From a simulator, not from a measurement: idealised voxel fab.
The following process module bears the name voxel capacitor over wiring.
We display cut, a cross-section 145 nm in width whose square cells are each 5 nm.
Format of a cross-section: grid, square cells. Given as bands. Order: top down. Band: one or more rows of cells. Heads up on the band format: heights come first, top then bottom, in nm. After that it's the materials left to right, each with its width in nm. A single material flagged "edge to edge" fills the whole band edge to edge, and "empty" means there's empty space there. Heads up on the height convention: 0 is the point under which the incoming wafer is all one material, and the lowest band has no bottom, it just keeps going down, like "z 0 and below". The expression "30..40" gives the width at the extremes of the band, the first number at its top row of cells and the second at its bottom row, with the width changing by equal amounts from each row to the next in between. Where the words "no change" appear for a step, the cross-section shows no cell changed by that step; every cell remained as before. Closed-off voids of 8+ cells (no open route to the top) go in "Enclosed cavities", written width x height at distance from the left edge, in nm. Heads up: the bit after the settings on a step's line is the simulator's remark on that step. The line of a step may include "overlay nm". On a step with a mask, this value is how far to the right of its planned place the mask lay. A negative value means the mask lay to the left.
# The steps planned for the process are as follows
| 1 | RECEIVE [material Si] |
| 2 | CONFORMAL_DEP [material SiO2] [thk nm 15] |
| 3 | CONFORMAL_DEP [material SiCN] [thk nm 5] |
| 4 | DIRECTIONAL_DEP [material lowk] [thk nm 15] |
| 5 | PATTERN [tone open] [mask id METAL_1] [material resist] [width nm 25] [pitch nm 90] [thk nm 15] [overlay nm 0] |
| 6 | DIRECTIONAL_ETCH [etch materials lowk] [depth nm 15] |
| 7 | DIRECTIONAL_ETCH [etch materials SiCN] [depth nm 5] |
| 8 | STRIP [etch materials resist] |
| 9 | CONFORMAL_DEP [material TiN] [thk nm 5] |
| 10 | FILL_DEP [material Ru] [thk nm 5] |
| 11 | CMP [height nm 35] |
| 12 | EPI [material Ru] [thk nm 5] |
| 13 | FILL_DEP [material SiCN] [thk nm 5] |
| 14 | DIRECTIONAL_DEP [material lowk] [thk nm 10] |
| 15 | MASKED_ETCH [tone open] [mask id PLUG_1] [width nm 15] [etch materials lowk] [depth nm 10] [overlay nm 0] |
| 16 | MASKED_ETCH [tone open] [mask id PLUG_1] [width nm 15] [etch materials SiCN] [depth nm 5] [overlay nm 0] |
| 17 | CONFORMAL_DEP [material TiN] [thk nm 5] |
| 18 | FILL_DEP [material Ru] [thk nm 5] |
| 19 | CMP [height nm 55] |
| 20 | DIRECTIONAL_DEP [material TiN] [thk nm 10] |
| 21 | DIRECTIONAL_DEP [material SiN] [thk nm 5] |
| 22 | DIRECTIONAL_DEP [material TiN] [thk nm 5] |
| 23 | PATTERN [tone cover] [mask id UPPER_PLATE] [material resist] [width nm 70] [thk nm 20] [overlay nm 0] |
| 24 | DIRECTIONAL_ETCH [etch materials TiN] [depth nm 5] |
| 25 | DIRECTIONAL_ETCH [etch materials SiN] [depth nm 5] |
| 26 | STRIP [etch materials resist] |
| 27 | MASKED_ETCH [tone cover] [mask id LOWER_PLATE] [width nm 80] [etch materials TiN] [depth nm 10] [overlay nm 0] |
| 28 | FILL_DEP [material SiO2] [thk nm 15] |
| 29 | CMP [height nm 85] |
| 30 | PATTERN [tone open] [mask id PLUG_2] [material resist] [width nm 15] [thk nm 20] [overlay nm 0] |
| 31 | DIRECTIONAL_ETCH [etch materials SiO2] [depth nm 10] |
| 32 | STRIP [etch materials resist] |
| 33 | CONFORMAL_DEP [material TiN] [thk nm 5] |
| 34 | FILL_DEP [material Ru] [thk nm 10] |
| 35 | CMP [height nm 85] |
| 36 | CONFORMAL_DEP [material SiCN] [thk nm 5] |
# Cross-sectional view of the wafer in its as-received condition, corresponding to the state after step 1
z 0 and below | Si edge to edge
Enclosed cavities: none
# First of two wafers: cross-section at end of module, run per plan
z 90 to 85 | SiCN edge to edge
z 85 to 80 | 35 nm SiO2 | 5 nm TiN | 5 nm Ru | 5 nm TiN | 95 nm SiO2
z 80 to 70 | 35..25 nm SiO2 | 15..70 nm TiN | 95..50 nm SiO2
z 70 to 65 | 25 nm SiO2 | 70 nm SiN | 50 nm SiO2
z 65 to 55 | 20 nm SiO2 | 80 nm TiN | 45 nm SiO2
z 55 to 45 | 25 nm lowk | 5 nm TiN | 5 nm Ru | 5 nm TiN | 105 nm lowk
z 45 to 40 | 25 nm SiCN | 15 nm TiN | 105 nm SiCN
z 40 to 35 | 10 nm SiCN | 35 nm Ru | 55 nm SiCN | 35 nm Ru | 10 nm SiCN
z 35 to 20 | 15 nm lowk | 5 nm TiN | 15 nm Ru | 5 nm TiN | 65 nm lowk | 5 nm TiN | 15 nm Ru | 5 nm TiN | 15 nm lowk
z 20 to 15 | 15 nm SiCN | 25 nm TiN | 65 nm SiCN | 25 nm TiN | 15 nm SiCN
z 15 to 0 | SiO2 edge to edge
z 0 and below | Si edge to edge
Enclosed cavities: none
# Wafer two, sectioned after the module: the first wafer's start, the first wafer's plan, and one mistake in how it was run
z 90 to 85 | SiCN edge to edge
z 85 to 80 | 35 nm SiO2 | 5 nm TiN | 5 nm Ru | 5 nm TiN | 95 nm SiO2
z 80 to 70 | 35..25 nm SiO2 | 15..70 nm TiN | 95..50 nm SiO2
z 70 to 65 | 25 nm SiO2 | 70 nm SiN | 50 nm SiO2
z 65 to 55 | 20 nm SiO2 | 80 nm TiN | 45 nm SiO2
z 55 to 45 | 25 nm lowk | 5 nm TiN | 5 nm Ru | 5 nm TiN | 105 nm lowk
z 45 to 40 | 25 nm SiCN | 15 nm TiN | 105 nm SiCN
z 40 to 35 | 15 nm SiCN | 30 nm Ru | 60 nm SiCN | 30 nm Ru | 10 nm SiCN
z 35 to 20 | 20 nm lowk | 5 nm TiN | 10 nm Ru | 5 nm TiN | 70 nm lowk | 5 nm TiN | 10 nm Ru | 5 nm TiN | 15 nm lowk
z 20 to 15 | 20 nm SiCN | 20 nm TiN | 70 nm SiCN | 20 nm TiN | 15 nm SiCN
z 15 to 0 | SiO2 edge to edge
z 0 and below | Si edge to edge
Enclosed cavities: none
Here's what went sideways: off-plan run, step 5, actual operation and settings PATTERN [tone open] [mask id METAL_1] [material resist] [width nm 20] [pitch nm 90] [thk nm 15] [overlay nm 0]
Final comparison by cell count, materials where the second wafer has more or fewer than the first: Ru -8 | SiCN +4 | TiN -2 | lowk +6
